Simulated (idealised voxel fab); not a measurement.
Process module, titled voxel gate over fins
cross-section cut | 145 nm wide | cells 5 nm
Cross-section format: a grid of square cells, given as bands from top to bottom; each band is one or more rows of cells.
A band entry consists of two parts. The first gives the height of the band's top and the height of its bottom, in nm. The rest lists the band's materials from left to right, each with its width in nm. A single material labelled with the word "all across" fills the band from edge to edge, and the word "air" marks empty space.
Height is counted from the level 0, under which the received wafer is composed throughout of one material. The lowest of the bands is not closed at the bottom but continues downward, in the notation "z 0 and below".
Per-row width for "30 to 40": begins at first number (top row of band), ends at second number (bottom row), increment between rows held constant.
A step reported as "nothing different" is a step in which no cell of the cross-section changed.
The entry "Enclosed internal cavities" lists the empty spaces that cover at least 8 cells and have no open path to the top. Each is written as width x height at distance, where the distance is measured from the left edge and all three values are in nm.
Read whatever lies past the settings on a step's line as the simulator's own remark about the step.
A step line may carry the setting "overlay nm", which, for steps involving a mask, states the distance by which the mask lay to the right of its intended position; negative values denote displacement to the left.

The process steps that were planned are listed below:
step 1: RECEIVE | material Si
step 2: CONFORMAL_DEP | material SiN | thk nm 5
step 3: MASKED_ETCH | tone cover | mask id FINS | width nm 15 | pitch nm 35 | etch materials SiN | depth nm 5 | overlay nm 0
step 4: MASKED_ETCH | tone cover | mask id FINS | width nm 15 | pitch nm 35 | etch materials Si | depth nm 30 | overlay nm 0
step 5: FILL_DEP | material SiO2 | thk nm 10
step 6: CMP | height nm 5
step 7: SELECTIVE_ETCH | etch materials SiO2 | depth nm 20
step 8: STRIP | etch materials SiN
step 9: CONFORMAL_DEP | material HfO2 | thk nm 5
step 10: CONFORMAL_DEP | material TiN | thk nm 5
step 11: CONFORMAL_DEP | material TiAl | thk nm 5
step 12: CONFORMAL_DEP | material TiN | thk nm 5
step 13: FILL_DEP | material W | thk nm 10
step 14: CMP | height nm 25
step 15: CONFORMAL_DEP | material SiN | thk nm 5

Cross-section: wafer on arrival = after step 1:
	z 0 and below = Si all across
	Enclosed internal cavities: none

End-of-module XS, first of two wafers, run as planned:
	z 30 to 25 = SiN all across
	z 25 to 20 = W all across
	z 20 to 15 = 25 W, then 90 TiN, then 30 W
	z 15 to 10 = 25 W, then 5 TiN, then 80 TiAl, then 5 TiN, then 30 W
	z 10 to 5 = 25 W, then 5 TiN, then 5 TiAl, then 70 TiN, then 5 TiAl, then 5 TiN, then 30 W
	z 5 to 0 = 30 TiN, then 5 TiAl, then 5 TiN, then 25 HfO2, then 10 TiN, then 25 HfO2, then 5 TiN, then 5 TiAl, then 35 TiN
	z 0 to -5 = 35 TiAl, then 5 TiN, then 5 HfO2, then 15 Si, then 5 HfO2, then 10 TiN, then 5 HfO2, then 15 Si, then 5 HfO2, then 5 TiN, then 40 TiAl
	z -5 to -10 = 40 TiN, then 5 HfO2, then 15 Si, then 5 HfO2, then 10 TiN, then 5 HfO2, then 15 Si, then 5 HfO2, then 45 TiN
	z -10 to -15 = 45 HfO2, then 15 Si, then 20 HfO2, then 15 Si, then 50 HfO2
	z -15 to -30 = 45 SiO2, then 15 Si, then 20 SiO2, then 15 Si, then 50 SiO2
	z -30 and below = Si all across
	Enclosed internal cavities: none

Cross-section, wafer two of two, end of module: same start and plan as wafer one, one error in execution:
	z 20 to 15 = SiN all across
	z 15 to 10 = 25 W, then 5 TiN, then 80 TiAl, then 5 TiN, then 30 W
	z 10 to 5 = 25 W, then 5 TiN, then 5 TiAl, then 70 TiN, then 5 TiAl, then 5 TiN, then 30 W
	z 5 to 0 = 30 TiN, then 5 TiAl, then 5 TiN, then 25 HfO2, then 10 TiN, then 25 HfO2, then 5 TiN, then 5 TiAl, then 35 TiN
	z 0 to -5 = 35 TiAl, then 5 TiN, then 5 HfO2, then 15 Si, then 5 HfO2, then 10 TiN, then 5 HfO2, then 15 Si, then 5 HfO2, then 5 TiN, then 40 TiAl
	z -5 to -10 = 40 TiN, then 5 HfO2, then 15 Si, then 5 HfO2, then 10 TiN, then 5 HfO2, then 15 Si, then 5 HfO2, then 45 TiN
	z -10 to -15 = 45 HfO2, then 15 Si, then 20 HfO2, then 15 Si, then 50 HfO2
	z -15 to -30 = 45 SiO2, then 15 Si, then 20 SiO2, then 15 Si, then 50 SiO2
	z -30 and below = Si all across
	Enclosed internal cavities: none
What was the processing mistake? it should be noted that step 14 was executed with settings other than those planned, the operation and settings actually applied being CMP | height nm 15
Per the end-of-run cell counts, the second wafer holds more or fewer of some materials than the first: TiN -18 | W -40
